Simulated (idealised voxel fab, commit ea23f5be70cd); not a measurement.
Presented below is a process module, voxel tone inversion.
Cross-section cut: width 190 nm, square cells of 5 nm.
A cross-section is a grid of square cells, given in bands from the top down. A band is one or more rows of cells.
Basically the band line says how high the top is and how high the bottom is, in nm, and then what's in it from left to right, every material with its width in nm. Empty space shows up as "empty", and if a single material carries "all across" it runs the full band edge to edge.
Where do heights start? At 0: under that level the wafer as delivered is made of one material only. And the lowest band has no floor; it just carries on downward, as in "0 nm and below".
The width entry "30 to 40" should be interpreted row by row: the top row of cells in the band takes the first number, the bottom row takes the second number, and the change between adjacent rows is uniform throughout.
You'll sometimes find "remains unaltered" written for a step, and that's the way of saying that nowhere in the cross-section did a cell change during that step.
Look at "Closed internal cavities" for the closed voids: empty spaces with no open path to the top, sized 8 cells or up. Each is width x height at distance, distance from the left edge, all nm.
after a step's settings: what the simulator itself notes on the step
"overlay nm" denotes, for a step that has a mask, the displacement of the mask to the right of its planned place, with negative values corresponding to the left.

### The following list gives the planned process steps
1: RECEIVE,material Si
2: CONFORMAL_DEP,material SiN,thk nm 5
3: DIRECTIONAL_DEP,material aC,thk nm 20
4: PATTERN,tone cover,mask id POSTS,material resist,width nm 25,pitch nm 50,thk nm 30,overlay nm 0
5: DIRECTIONAL_ETCH,etch materials aC,depth nm 20
6: STRIP,etch materials resist
7: FILL_DEP,material lowk,thk nm 10
8: CMP,height nm 25
9: STRIP,etch materials aC
10: CONFORMAL_DEP,material TiN,thk nm 5
11: FILL_DEP,material W,thk nm 10
12: CMP,height nm 25
13: CONFORMAL_DEP,material SiCN,thk nm 5

### Delivered wafer in cross-section: state after step 1
* 0 nm and below  Si all across
* Closed internal cavities: none

### End state of the module in cross-section, given the above starting point and plan and one mistake in execution
* 30 nm to 25 nm  SiCN all across
* 25 nm to 10 nm  lowk=60 / TiN=5 / W=15 / TiN=5 / lowk=25 / TiN=5 / W=15 / TiN=5 / lowk=55
* 10 nm to 5 nm  lowk=60 / TiN=25 / lowk=25 / TiN=25 / lowk=55
* 5 nm to 0 nm  SiN all across
* 0 nm and below  Si all across
* Closed internal cavities: none
what went wrong: so step 4 ended up running with a different setting than we planned, it ran as PATTERN,tone cover,mask id POSTS,material resist,width nm 25,pitch nm 50,thk nm 30,overlay nm 5
